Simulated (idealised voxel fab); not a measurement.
The following process module bears the name voxel transistor to metal.
Displayed cross-section: cut, width of 215 nm, square cells sized 5 nm.
Cross-section = grid of square cells, listed top down in bands; band = one or more rows.
The entry gives the band's vertical extent as a top height and a bottom height in nm, then its horizontal make-up as materials from left to right, each with a width in nm. "empty" stands for empty space; a single material marked "edge to edge" fills the band edge to edge.
Heights from 0 (as-received wafer is one material below). Bottom band endless downward, as "z 0 and below".
A width given as "30 to 40" starts at the first number in the band's top row and ends at the second number in its bottom row, shifting by an equal amount at every step from row to row.
"nothing changed", as given for a step, is the statement that not any cell of the cross-section underwent a change during that step.
Empty spaces without an open route to the top, at least 8 cells in extent, make up the entry "Enclosed cavity list"; each is given as width x height at distance, where the distance is measured from the left edge, and all are in nm.
Anything after a step's settings on that line? It's the simulator's own note about the step.
Regarding "overlay nm": on a step with a mask, it is the distance the mask lay to the right of its planned place; a negative value places it to the left.

THE PROCESS STEPS THAT WERE PLANNED ARE LISTED BELOW
| 1 | RECEIVE: material Si |
| 2 | OXIDIZE: depth nm 5 |
| 3 | CONFORMAL_DEP: material SiN, thk nm 15 |
| 4 | MASKED_ETCH: tone cover, mask id ACTIVE, width nm 135, etch materials SiN, depth nm 15, overlay nm 0 |
| 5 | MASKED_ETCH: tone cover, mask id ACTIVE, width nm 135, etch materials SiO2, depth nm 5, overlay nm 0 |
| 6 | MASKED_ETCH: tone cover, mask id ACTIVE, width nm 135, etch materials Si, depth nm 35, overlay nm 0 |
| 7 | OXIDIZE: depth nm 5 |
| 8 | FILL_DEP: material SiO2, thk nm 5 |
| 9 | CMP: height nm 15 |
| 10 | SELECTIVE_ETCH: etch materials SiO2, depth nm 10 |
| 11 | STRIP: etch materials SiN |
| 12 | SELECTIVE_ETCH: etch materials SiO2, depth nm 5 |
| 13 | OXIDIZE: depth nm 5 |
| 14 | DIRECTIONAL_DEP: material polySi, thk nm 25 |
| 15 | DIRECTIONAL_DEP: material SiCN, thk nm 10 |
| 16 | PATTERN: tone cover, mask id GATE, material resist, width nm 35, thk nm 15, overlay nm 0 |
| 17 | DIRECTIONAL_ETCH: etch materials SiCN, depth nm 20 |
| 18 | DIRECTIONAL_ETCH: etch materials polySi, depth nm 35 |
| 19 | STRIP: etch materials resist |
| 20 | CONFORMAL_DEP: material SiO2, thk nm 5 |
| 21 | DIRECTIONAL_ETCH: etch materials SiO2, depth nm 5 |
| 22 | CONFORMAL_DEP: material SiN, thk nm 5 |
| 23 | DIRECTIONAL_ETCH: etch materials SiN, depth nm 5 |
| 24 | DIRECTIONAL_ETCH: etch materials SiO2, depth nm 5 |
| 25 | DIRECTIONAL_ETCH: etch materials Si, depth nm 5 |
| 26 | EPI: material pSi, thk nm 5 |
| 27 | FILL_DEP: material SiO2, thk nm 10 |
| 28 | CMP: height nm 20 |
| 29 | STRIP: etch materials polySi |
| 30 | SELECTIVE_ETCH: etch materials SiO2, depth nm 5 |
| 31 | CONFORMAL_DEP: material HfO2, thk nm 5 |
| 32 | CONFORMAL_DEP: material TiN, thk nm 5 |
| 33 | FILL_DEP: material W, thk nm 5 |
| 34 | CMP: height nm 15 |
| 35 | DIRECTIONAL_DEP: material SiO2, thk nm 15 |
| 36 | MASKED_ETCH: tone open, mask id CONTACT, width nm 20, pitch nm 95, etch materials SiO2, depth nm 40, overlay nm 0 |
| 37 | CONFORMAL_DEP: material TiN, thk nm 5 |
| 38 | FILL_DEP: material Ru, thk nm 10 |
| 39 | CMP: height nm 30 |
| 40 | DIRECTIONAL_DEP: material TiN, thk nm 5 |
| 41 | DIRECTIONAL_DEP: material W, thk nm 20 |
| 42 | PATTERN: tone cover, mask id METAL_1, material resist, width nm 20, pitch nm 95, thk nm 15, overlay nm 0 |
| 43 | DIRECTIONAL_ETCH: etch materials W, depth nm 20 |
| 44 | DIRECTIONAL_ETCH: etch materials TiN, depth nm 5 |
| 45 | STRIP: etch materials resist |
| 46 | CONFORMAL_DEP: material SiCN, thk nm 5 |
| 47 | FILL_DEP: material lowk, thk nm 5 |
| 48 | CMP: height nm 55 |
| 49 | CONFORMAL_DEP: material SiCN, thk nm 5 |
| 50 | DIRECTIONAL_DEP: material lowk, thk nm 25 |
| 51 | PATTERN: tone open, mask id METAL_2_HOLES, material resist, width nm 15, pitch nm 95, thk nm 20, overlay nm 0 |
| 52 | DIRECTIONAL_ETCH: etch materials lowk, depth nm 25 |
| 53 | STRIP: etch materials resist |
| 54 | DIRECTIONAL_DEP: material aC, thk nm 10 |
| 55 | PATTERN: tone open, mask id METAL_2, material resist, width nm 20, pitch nm 95, thk nm 25, overlay nm 0 |
| 56 | DIRECTIONAL_ETCH: etch materials aC, depth nm 10 |
| 57 | STRIP: etch materials resist |
| 58 | DIRECTIONAL_ETCH: etch materials lowk, depth nm 15 |
| 59 | DIRECTIONAL_ETCH: etch materials SiCN, depth nm 5 |
| 60 | STRIP: etch materials aC |
| 61 | CONFORMAL_DEP: material TiN, thk nm 5 |
| 62 | FILL_DEP: material Ru, thk nm 5 |
| 63 | CMP: height nm 85 |
| 64 | CONFORMAL_DEP: material SiCN, thk nm 5 |

AS-RECEIVED WAFER CROSS-SECTION (AFTER STEP 1)
  z 0 and below: Si edge to edge
  Enclosed cavity list: none

CROSS-SECTIONAL RESULT AFTER MODULE COMPLETION. NOTE: STARTING CONDITION AND PLAN ARE UNCHANGED FROM ABOVE; ONE PROCESSING MISTAKE WAS MADE
  z 90 to 85: SiCN edge to edge
  z 85 to 75: 50 lowk, 5 TiN, 10 Ru, 5 TiN, 75 lowk, 5 TiN, 10 Ru, 5 TiN, 50 lowk
  z 75 to 70: 50 lowk, 5 TiN, 5 Ru, 10 TiN, 75 lowk, 5 TiN, 5 Ru, 10 TiN, 50 lowk
  z 70 to 60: 50 lowk, 5 TiN, 5 Ru, 5 TiN, 80 lowk, 5 TiN, 5 Ru, 5 TiN, 55 lowk
  z 60 to 55: 50 SiCN, 15 TiN, 80 SiCN, 15 TiN, 55 SiCN
  z 55 to 35: 45 lowk, 5 SiCN, 20 W, 5 SiCN, 65 lowk, 5 SiCN, 20 W, 5 SiCN, 45 lowk
  z 35 to 30: 50 SiCN, 20 TiN, 75 SiCN, 20 TiN, 50 SiCN
  z 30 to 15: 50 SiO2, 5 TiN, 10 Ru, 5 TiN, 75 SiO2, 5 TiN, 10 Ru, 5 TiN, 50 SiO2
  z 15 to 5: 50 SiO2, 5 TiN, 10 Ru, 5 TiN, 10 SiO2, 5 SiN, 5 HfO2, 5 TiN, 25 W, 5 TiN, 5 HfO2, 5 SiN, 10 SiO2, 5 TiN, 10 Ru, 5 TiN, 50 SiO2
  z 5 to 0: 50 SiO2, 5 TiN, 10 Ru, 5 TiN, 10 SiO2, 5 SiN, 5 HfO2, 35 TiN, 5 HfO2, 5 SiN, 10 SiO2, 5 TiN, 10 Ru, 5 TiN, 50 SiO2
  z 0 to -5: 50 SiO2, 20 TiN, 5 SiO2, 5 pSi, 5 SiO2, 45 HfO2, 5 SiO2, 5 pSi, 5 SiO2, 20 TiN, 50 SiO2
  z -5 to -10: 45 SiO2, 35 pSi, 55 Si, 35 pSi, 45 SiO2
  z -10 to -45: 45 SiO2, 125 Si, 45 SiO2
  z -45 and below: Si edge to edge
  Enclosed cavity list: none
Processing error: a sequencing error occurred in which plan steps 11 and 12 were transposed
